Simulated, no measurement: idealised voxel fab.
Proc. module: voxel transistor to metal
Xsec cut, 175 nm wide, square cell size 5 nm.
We lay out every cross-section as a grid of square cells and spell it out in bands from the top down, where one band means one or more rows of cells. Band entry format. Leading values: height of top, height of bottom, nm. Remainder: materials in left-to-right order, each with its width in nm. Special words: "throughout" on a single material, which then fills the band edge to edge; "blank", empty space. Heights are reckoned from 0. Under this level, the received wafer is all of one material. The bottommost band is open-ended downward, for example "0 -> down". The expression "30->40" gives the width at the extremes of the band, the first number at its top row of cells and the second at its bottom row, with the width changing by equal amounts from each row to the next in between. "nothing changed", as given for a step, is the statement that not any cell of the cross-section underwent a change during that step. Basically, "Closed internal voids" tells you about the enclosed voids: empty spaces with no open way to the top, 8 cells or bigger, each written width x height at distance, where distance is from the left edge, all in nm. Text after the settings on a step's line: the simulator's own remark on that step. Regarding "overlay nm": on a step with a mask, it is the distance the mask lay to the right of its planned place; a negative value places it to the left.

## Steps in the process plan
1,RECEIVE | material Si
2,OXIDIZE | depth nm 5
3,CONFORMAL_DEP | material SiN | thk nm 10
4,DIRECTIONAL_DEP | material aC | thk nm 10
5,PATTERN | tone cover | mask id ACTIVE | material resist | width nm 105 | thk nm 30 | overlay nm 0
6,DIRECTIONAL_ETCH | etch materials aC | depth nm 10
7,STRIP | etch materials resist
8,DIRECTIONAL_ETCH | etch materials SiN | depth nm 10
9,DIRECTIONAL_ETCH | etch materials SiO2 | depth nm 5
10,DIRECTIONAL_ETCH | etch materials Si | depth nm 25
11,STRIP | etch materials aC
12,FILL_DEP | material SiO2 | thk nm 15
13,CMP | height nm 10
14,SELECTIVE_ETCH | etch materials SiO2 | depth nm 5
15,STRIP | etch materials SiN
16,SELECTIVE_ETCH | etch materials SiO2 | depth nm 5
17,OXIDIZE | depth nm 5
18,DIRECTIONAL_DEP | material polySi | thk nm 30
19,DIRECTIONAL_DEP | material SiCN | thk nm 15
20,PATTERN | tone cover | mask id GATE | material resist | width nm 15 | thk nm 20 | overlay nm 0
21,DIRECTIONAL_ETCH | etch materials SiCN | depth nm 25
22,DIRECTIONAL_ETCH | etch materials polySi | depth nm 40
23,STRIP | etch materials resist
24,CONFORMAL_DEP | material SiO2 | thk nm 5
25,DIRECTIONAL_ETCH | etch materials SiO2 | depth nm 5
26,CONFORMAL_DEP | material SiN | thk nm 10
27,DIRECTIONAL_ETCH | etch materials SiN | depth nm 10
28,DIRECTIONAL_ETCH | etch materials SiO2 | depth nm 5
29,DIRECTIONAL_ETCH | etch materials Si | depth nm 15
30,EPI | material pSi | thk nm 20
31,FILL_DEP | material SiO2 | thk nm 5
32,CMP | height nm 40
33,DIRECTIONAL_DEP | material SiO2 | thk nm 15
34,PATTERN | tone open | mask id CONTACT | material resist | width nm 20 | pitch nm 65 | thk nm 20 | overlay nm 0
35,DIRECTIONAL_ETCH | etch materials SiO2 | depth nm 45
36,STRIP | etch materials resist
37,CONFORMAL_DEP | material TiN | thk nm 5
38,FILL_DEP | material Ru | thk nm 5
39,CMP | height nm 55
40,DIRECTIONAL_DEP | material TiN | thk nm 5
41,DIRECTIONAL_DEP | material Ru | thk nm 25
42,PATTERN | tone cover | mask id METAL_1 | material resist | width nm 20 | pitch nm 65 | thk nm 20 | overlay nm 0
43,DIRECTIONAL_ETCH | etch materials Ru | depth nm 25
44,DIRECTIONAL_ETCH | etch materials TiN | depth nm 5
45,STRIP | etch materials resist
46,FILL_DEP | material SiO2 | thk nm 5
47,CMP | height nm 85
48,CONFORMAL_DEP | material SiN | thk nm 5

## As-received state of the wafer in cross-section, equivalent to post-step 1
- 0 -> down | Si throughout
- Closed internal voids: none

## First of two wafers at the end of the module, shown in cross-section; run carried out as planned
- 90 -> 85 | SiN throughout
- 85 -> 60 | 45 SiO2, then 20 Ru, then 45 SiO2, then 20 Ru, then 45 SiO2
- 60 -> 55 | 45 SiO2, then 20 TiN, then 45 SiO2, then 20 TiN, then 45 SiO2
- 55 -> 40 | 45 SiO2, then 5 TiN, then 10 Ru, then 5 TiN, then 45 SiO2, then 5 TiN, then 10 Ru, then 5 TiN, then 45 SiO2
- 40 -> 25 | 45 SiO2, then 5 TiN, then 10 Ru, then 5 TiN, then 10 SiN, then 5 SiO2, then 15 SiCN, then 5 SiO2, then 10 SiN, then 5 TiN, then 10 Ru, then 5 TiN, then 45 SiO2
- 25 -> 15 | 45 SiO2, then 5 TiN, then 10 Ru, then 5 TiN, then 10 SiN, then 5 SiO2, then 15 polySi, then 5 SiO2, then 10 SiN, then 5 TiN, then 10 Ru, then 5 TiN, then 45 SiO2
- 15 -> 10 | 45 SiO2, then 20 TiN, then 10 SiN, then 5 SiO2, then 15 polySi, then 5 SiO2, then 10 SiN, then 20 TiN, then 45 SiO2
- 10 -> 0 | 35 SiO2, then 30 pSi, then 10 SiN, then 5 SiO2, then 15 polySi, then 5 SiO2, then 10 SiN, then 30 pSi, then 35 SiO2
- 0 -> -5 | 35 SiO2, then 10 SiN, then 20 pSi, then 10 SiN, then 5 SiO2, then 15 polySi, then 5 SiO2, then 10 SiN, then 20 pSi, then 10 SiN, then 35 SiO2
- -5 -> -10 | 45 SiO2, then 20 pSi, then 45 SiO2, then 20 pSi, then 45 SiO2
- -10 -> -25 | 35 SiO2, then 10 Si, then 20 pSi, then 45 Si, then 20 pSi, then 10 Si, then 35 SiO2
- -25 -> -30 | 35 SiO2, then 105 Si, then 35 SiO2
- -30 -> down | Si throughout
- Closed internal voids: none

## Wafer two, end of module, cross-section. Same start, same plan as wafer one. One mistake in the run
- 90 -> 85 | SiN throughout
- 85 -> 80 | 45 SiO2, then 20 TiN, then 45 SiO2, then 20 TiN, then 45 SiO2
- 80 -> 55 | Ru throughout
- 55 -> 40 | 45 SiO2, then 5 TiN, then 10 Ru, then 5 TiN, then 45 SiO2, then 5 TiN, then 10 Ru, then 5 TiN, then 45 SiO2
- 40 -> 25 | 45 SiO2, then 5 TiN, then 10 Ru, then 5 TiN, then 10 SiN, then 5 SiO2, then 15 SiCN, then 5 SiO2, then 10 SiN, then 5 TiN, then 10 Ru, then 5 TiN, then 45 SiO2
- 25 -> 15 | 45 SiO2, then 5 TiN, then 10 Ru, then 5 TiN, then 10 SiN, then 5 SiO2, then 15 polySi, then 5 SiO2, then 10 SiN, then 5 TiN, then 10 Ru, then 5 TiN, then 45 SiO2
- 15 -> 10 | 45 SiO2, then 20 TiN, then 10 SiN, then 5 SiO2, then 15 polySi, then 5 SiO2, then 10 SiN, then 20 TiN, then 45 SiO2
- 10 -> 0 | 35 SiO2, then 30 pSi, then 10 SiN, then 5 SiO2, then 15 polySi, then 5 SiO2, then 10 SiN, then 30 pSi, then 35 SiO2
- 0 -> -5 | 35 SiO2, then 10 SiN, then 20 pSi, then 10 SiN, then 5 SiO2, then 15 polySi, then 5 SiO2, then 10 SiN, then 20 pSi, then 10 SiN, then 35 SiO2
- -5 -> -10 | 45 SiO2, then 20 pSi, then 45 SiO2, then 20 pSi, then 45 SiO2
- -10 -> -25 | 35 SiO2, then 10 Si, then 20 pSi, then 45 Si, then 20 pSi, then 10 Si, then 35 SiO2
- -25 -> -30 | 35 SiO2, then 105 Si, then 35 SiO2
- -30 -> down | Si throughout
- Closed internal voids: none
Heads up, the wafer didn't run the way we planned it: sequence error: steps 40 and 41 interchanged
Wafer comparison, final, in cells, second relative to first, materials more or fewer: Ru +135, SiO2 -135
